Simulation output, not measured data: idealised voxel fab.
The name of this process module is voxel capacitor over wiring.
Cross-section cut spans 155 nm and uses square cells 5 nm in size.
If you're reading a cross-section in this doc, picture square cells in a grid; it comes to you as bands, top ones listed first down to the bottom, and a band can be one or more rows of cells.
Read a band's entry like this: the first values are the height of its top and the height of its bottom in nm, and what follows is the sequence of materials from left to right, each with its width in nm. Note that "empty" is empty space, and that a single material marked "edge to edge" reaches across the band from edge to edge.
Height reference: 0 = level under which incoming wafer is all one material. Lowest band: no bottom, runs on downward, e.g. "top 0, no bottom".
With a width like "30->40", each row of cells in the band differs from the next by the same amount, the top row carrying the first number and the bottom row the second.
Step marked "left unchanged"? Then no cell in the cross-section changed in it.
Entry "Enclosed empty spaces" = empty spaces >= 8 cells with no open way to the top; each as width x height at distance, distance from left edge, all nm.
It should be noted that, on the line of a given step, the content following the step's settings is a remark produced by the simulator itself with respect to that step.
The line of a step may include "overlay nm". On a step with a mask, this value is how far to the right of its planned place the mask lay. A negative value means the mask lay to the left.

So here's the lineup of process steps we planned
1. op RECEIVE | material Si
2. op CONFORMAL_DEP | material SiO2 | thk nm 15
3. op CONFORMAL_DEP | material SiCN | thk nm 5
4. op DIRECTIONAL_DEP | material SiO2 | thk nm 25
5. op DIRECTIONAL_DEP | material aC | thk nm 10
6. op PATTERN | tone open | mask id METAL_1 | material resist | width nm 30 | pitch nm 95 | thk nm 30 | overlay nm 0
7. op DIRECTIONAL_ETCH | etch materials aC | depth nm 10
8. op STRIP | etch materials resist
9. op DIRECTIONAL_ETCH | etch materials SiO2 | depth nm 25
10. op DIRECTIONAL_ETCH | etch materials SiCN | depth nm 5
11. op STRIP | etch materials aC
12. op CONFORMAL_DEP | material TiN | thk nm 5
13. op FILL_DEP | material Cu | thk nm 10
14. op CMP | height nm 45
15. op CONFORMAL_DEP | material SiCN | thk nm 5
16. op DIRECTIONAL_DEP | material SiO2 | thk nm 10
17. op MASKED_ETCH | tone open | mask id PLUG_1 | width nm 15 | etch materials SiO2 | depth nm 10 | overlay nm 0
18. op MASKED_ETCH | tone open | mask id PLUG_1 | width nm 15 | etch materials SiCN | depth nm 5 | overlay nm 0
19. op CONFORMAL_DEP | material TiN | thk nm 5
20. op FILL_DEP | material W | thk nm 10
21. op CMP | height nm 60
22. op DIRECTIONAL_DEP | material TiN | thk nm 10
23. op DIRECTIONAL_DEP | material HfO2 | thk nm 5
24. op DIRECTIONAL_DEP | material TiN | thk nm 10
25. op PATTERN | tone cover | mask id UPPER_PLATE | material resist | width nm 70 | thk nm 15 | overlay nm 0
26. op DIRECTIONAL_ETCH | etch materials TiN | depth nm 10
27. op DIRECTIONAL_ETCH | etch materials HfO2 | depth nm 5
28. op STRIP | etch materials resist
29. op DIRECTIONAL_DEP | material aC | thk nm 10
30. op PATTERN | tone cover | mask id LOWER_PLATE | material resist | width nm 80 | thk nm 25 | overlay nm 0
31. op DIRECTIONAL_ETCH | etch materials aC | depth nm 10
32. op STRIP | etch materials resist
33. op DIRECTIONAL_ETCH | etch materials TiN | depth nm 10
34. op STRIP | etch materials aC
35. op FILL_DEP | material SiO2 | thk nm 20
36. op CMP | height nm 100
37. op MASKED_ETCH | tone open | mask id PLUG_2 | width nm 15 | etch materials SiO2 | depth nm 15 | overlay nm 0
38. op CONFORMAL_DEP | material TiN | thk nm 5
39. op FILL_DEP | material Ru | thk nm 10
40. op CMP | height nm 100
41. op CONFORMAL_DEP | material SiCN | thk nm 5

Incoming wafer, cross-sectional view, post step 1
* top 0, no bottom | Si edge to edge
* Enclosed empty spaces: none

a wafer at the end: this start, this plan, one mistake
* top 105, bottom 100 | SiCN edge to edge
* top 100, bottom 90 | SiO2 (40) / TiN (5) / Ru (5) / TiN (5) / SiO2 (100)
* top 90, bottom 85 | SiO2 (40) / TiN (15) / SiO2 (100)
* top 85, bottom 75 | SiO2 (30) / TiN (70) / SiO2 (55)
* top 75, bottom 70 | SiO2 (30) / HfO2 (70) / SiO2 (55)
* top 70, bottom 60 | SiO2 (25) / TiN (80) / SiO2 (50)
* top 60, bottom 50 | SiO2 (30) / TiN (5) / W (5) / TiN (5) / SiO2 (110)
* top 50, bottom 45 | SiCN (30) / TiN (15) / SiCN (110)
* top 45, bottom 35 | SiO2 (15) / TiN (5) / Cu (20) / TiN (5) / SiO2 (65) / TiN (5) / Cu (20) / TiN (5) / SiO2 (15)
* top 35, bottom 30 | SiCN (15) / TiN (30) / SiCN (65) / TiN (30) / SiCN (15)
* top 30, bottom 0 | SiO2 edge to edge
* top 0, no bottom | Si edge to edge
* Enclosed empty spaces: none
Deviation from plan: twice over, step 2 of the plan was run
